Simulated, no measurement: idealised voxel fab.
process module | voxel double patterning
cross-section cut | 300 nm wide | cells 5 nm
A cross-section is a grid of square cells, given in bands from the top down. A band is one or more rows of cells.
Each band's line starts with the height of the band's top and of its bottom, in nm. Then come its materials from left to right, each with its width in nm. One material with "throughout" fills the band from edge to edge. "air" is empty space.
Height 0 is the level under which the wafer as received is all one material. The lowest band goes on downwards, as in "0 down".
A width such as "30 to 40" changes by the same amount from each row of cells to the next, from the band's top row to its bottom row.
"no change" after a step means that no cell of the cross-section changed.
closed voids: empty space of 8 cells or more with no open way to the top, each as width x height at its distance from the left edge, in nm
after a step's settings: what the simulator itself notes on the step
overlay nm, on a step with a mask: how far to the right of its planned place the mask lay; to the left if negative
plan
1 op RECEIVE | material Si
2 op CONFORMAL_DEP | material SiN | thk nm 5
3 op DIRECTIONAL_DEP | material SiO2 | thk nm 20
4 op DIRECTIONAL_DEP | material SiCN | thk nm 10
5 op DIRECTIONAL_DEP | material aC | thk nm 10
6 op PATTERN | tone open | mask id FIRST | material resist | width nm 15 | pitch nm 50 | thk nm 25 | overlay nm 0
7 op DIRECTIONAL_ETCH | etch materials aC | depth nm 10
8 op STRIP | etch materials resist
9 op DIRECTIONAL_ETCH | etch materials SiCN | depth nm 10
10 op STRIP | etch materials aC
11 op DIRECTIONAL_DEP | material aC | thk nm 10
12 op PATTERN | tone open | mask id SECOND | material resist | width nm 15 | pitch nm 50 | thk nm 30 | overlay nm 0
13 op DIRECTIONAL_ETCH | etch materials aC | depth nm 10
14 op STRIP | etch materials resist
15 op DIRECTIONAL_ETCH | etch materials SiCN | depth nm 10
16 op STRIP | etch materials aC
17 op DIRECTIONAL_ETCH | etch materials SiO2 | depth nm 20
18 op STRIP | etch materials SiCN
first wafer, as planned
as received, after step 1
  0 down: Si throughout
  closed voids: none
after step 2
  5 to 0: SiN throughout
  below 0: unchanged
after step 3
  25 to 5: SiO2 throughout
  below 5: unchanged
after step 4
  35 to 25: SiCN throughout
  below 25: unchanged
after step 5
  45 to 35: aC throughout
  below 35: unchanged
after step 6
  70 to 45: resist 90 | air 15 | resist 35 | air 15 | resist 35 | air 15 | resist 95
  below 45: unchanged
after step 7
  60 to 45: resist 90 | air 15 | resist 35 | air 15 | resist 35 | air 15 | resist 95
  45 to 35: aC 90 | air 15 | aC 35 | air 15 | aC 35 | air 15 | aC 95
  below 35: unchanged
after step 8
  45 to 35: aC 90 | air 15 | aC 35 | air 15 | aC 35 | air 15 | aC 95
  below 35: unchanged
after step 9
  45 to 35: aC 90 | air 15 | aC 35 | air 15 | aC 35 | air 15 | aC 95
  35 to 25: SiCN 90 | air 15 | SiCN 35 | air 15 | SiCN 35 | air 15 | SiCN 95
  below 25: unchanged
after step 10
  35 to 25: SiCN 90 | air 15 | SiCN 35 | air 15 | SiCN 35 | air 15 | SiCN 95
  below 25: unchanged
after step 11
  45 to 35: aC 90 | air 15 | aC 35 | air 15 | aC 35 | air 15 | aC 95
  35 to 25: SiCN 90 | aC 15 | SiCN 35 | aC 15 | SiCN 35 | aC 15 | SiCN 95
  below 25: unchanged
after step 12
  75 to 45: resist 115 | air 15 | resist 35 | air 15 | resist 120
  45 to 35: aC 90 | resist 15 | aC 35 | resist 15 | aC 35 | resist 15 | aC 95
  below 35: unchanged
after step 13
  65 to 45: resist 115 | air 15 | resist 35 | air 15 | resist 120
  45 to 35: aC 90 | resist 15 | aC 10 | air 15 | aC 10 | resist 15 | aC 10 | air 15 | aC 10 | resist 15 | aC 95
  below 35: unchanged
after step 14
  45 to 35: aC 90 | air 15 | aC 10 | air 15 | aC 10 | air 15 | aC 10 | air 15 | aC 10 | air 15 | aC 95
  below 35: unchanged
after step 15
  45 to 35: aC 90 | air 15 | aC 10 | air 15 | aC 10 | air 15 | aC 10 | air 15 | aC 10 | air 15 | aC 95
  35 to 25: SiCN 90 | aC 15 | SiCN 10 | air 15 | SiCN 10 | aC 15 | SiCN 10 | air 15 | SiCN 10 | aC 15 | SiCN 95
  below 25: unchanged
after step 16
  35 to 25: SiCN 90 | air 15 | SiCN 10 | air 15 | SiCN 10 | air 15 | SiCN 10 | air 15 | SiCN 10 | air 15 | SiCN 95
  below 25: unchanged
after step 17
  35 to 25: SiCN 90 | air 15 | SiCN 10 | air 15 | SiCN 10 | air 15 | SiCN 10 | air 15 | SiCN 10 | air 15 | SiCN 95
  25 to 5: SiO2 90 | air 15 | SiO2 10 | air 15 | SiO2 10 | air 15 | SiO2 10 | air 15 | SiO2 10 | air 15 | SiO2 95
  below 5: unchanged
after step 18
  25 to 5: SiO2 90 | air 15 | SiO2 10 | air 15 | SiO2 10 | air 15 | SiO2 10 | air 15 | SiO2 10 | air 15 | SiO2 95
  below 5: unchanged
second wafer: like start, like plan, one mistake. Through step 5 it matches the first wafer
when step 6 should have ended
  70 to 45: resist 85 | air 25 | resist 25 | air 25 | resist 25 | air 25 | resist 90
  below 45: unchanged
when step 7 should have ended
  60 to 45: resist 85 | air 25 | resist 25 | air 25 | resist 25 | air 25 | resist 90
  45 to 35: aC 85 | air 25 | aC 25 | air 25 | aC 25 | air 25 | aC 90
  below 35: unchanged
when step 8 should have ended
  45 to 35: aC 85 | air 25 | aC 25 | air 25 | aC 25 | air 25 | aC 90
  below 35: unchanged
when step 9 should have ended
  45 to 35: aC 85 | air 25 | aC 25 | air 25 | aC 25 | air 25 | aC 90
  35 to 25: SiCN 85 | air 25 | SiCN 25 | air 25 | SiCN 25 | air 25 | SiCN 90
  below 25: unchanged
when step 10 should have ended
  35 to 25: SiCN 85 | air 25 | SiCN 25 | air 25 | SiCN 25 | air 25 | SiCN 90
  below 25: unchanged
when step 11 should have ended
  45 to 35: aC 85 | air 25 | aC 25 | air 25 | aC 25 | air 25 | aC 90
  35 to 25: SiCN 85 | aC 25 | SiCN 25 | aC 25 | SiCN 25 | aC 25 | SiCN 90
  below 25: unchanged
when step 12 should have ended
  75 to 45: resist 115 | air 15 | resist 35 | air 15 | resist 120
  45 to 35: aC 85 | resist 25 | aC 25 | resist 25 | aC 25 | resist 25 | aC 90
  below 35: unchanged
when step 13 should have ended
  65 to 45: resist 115 | air 15 | resist 35 | air 15 | resist 120
  45 to 35: aC 85 | resist 25 | aC 5 | air 15 | aC 5 | resist 25 | aC 5 | air 15 | aC 5 | resist 25 | aC 90
  below 35: unchanged
when step 14 should have ended
  45 to 35: aC 85 | air 25 | aC 5 | air 15 | aC 5 | air 25 | aC 5 | air 15 | aC 5 | air 25 | aC 90
  below 35: unchanged
when step 15 should have ended
  45 to 35: aC 85 | air 25 | aC 5 | air 15 | aC 5 | air 25 | aC 5 | air 15 | aC 5 | air 25 | aC 90
  35 to 25: SiCN 85 | aC 25 | SiCN 5 | air 15 | SiCN 5 | aC 25 | SiCN 5 | air 15 | SiCN 5 | aC 25 | SiCN 90
  below 25: unchanged
when step 16 should have ended
  35 to 25: SiCN 85 | air 25 | SiCN 5 | air 15 | SiCN 5 | air 25 | SiCN 5 | air 15 | SiCN 5 | air 25 | SiCN 90
  below 25: unchanged
when step 17 should have ended
  35 to 25: SiCN 85 | air 25 | SiCN 5 | air 15 | SiCN 5 | air 25 | SiCN 5 | air 15 | SiCN 5 | air 25 | SiCN 90
  25 to 5: SiO2 85 | air 25 | SiO2 5 | air 15 | SiO2 5 | air 25 | SiO2 5 | air 15 | SiO2 5 | air 25 | SiO2 90
  below 5: unchanged
when step 18 should have ended
  25 to 5: SiO2 85 | air 25 | SiO2 5 | air 15 | SiO2 5 | air 25 | SiO2 5 | air 15 | SiO2 5 | air 25 | SiO2 90
  below 5: unchanged
what went wrong: step 6 ran as: op PATTERN | tone open | mask id FIRST | material resist | width nm 25 | pitch nm 50 | thk nm 25 | overlay nm 0
at the end the second wafer has, in cells: 24 fewer of SiO2
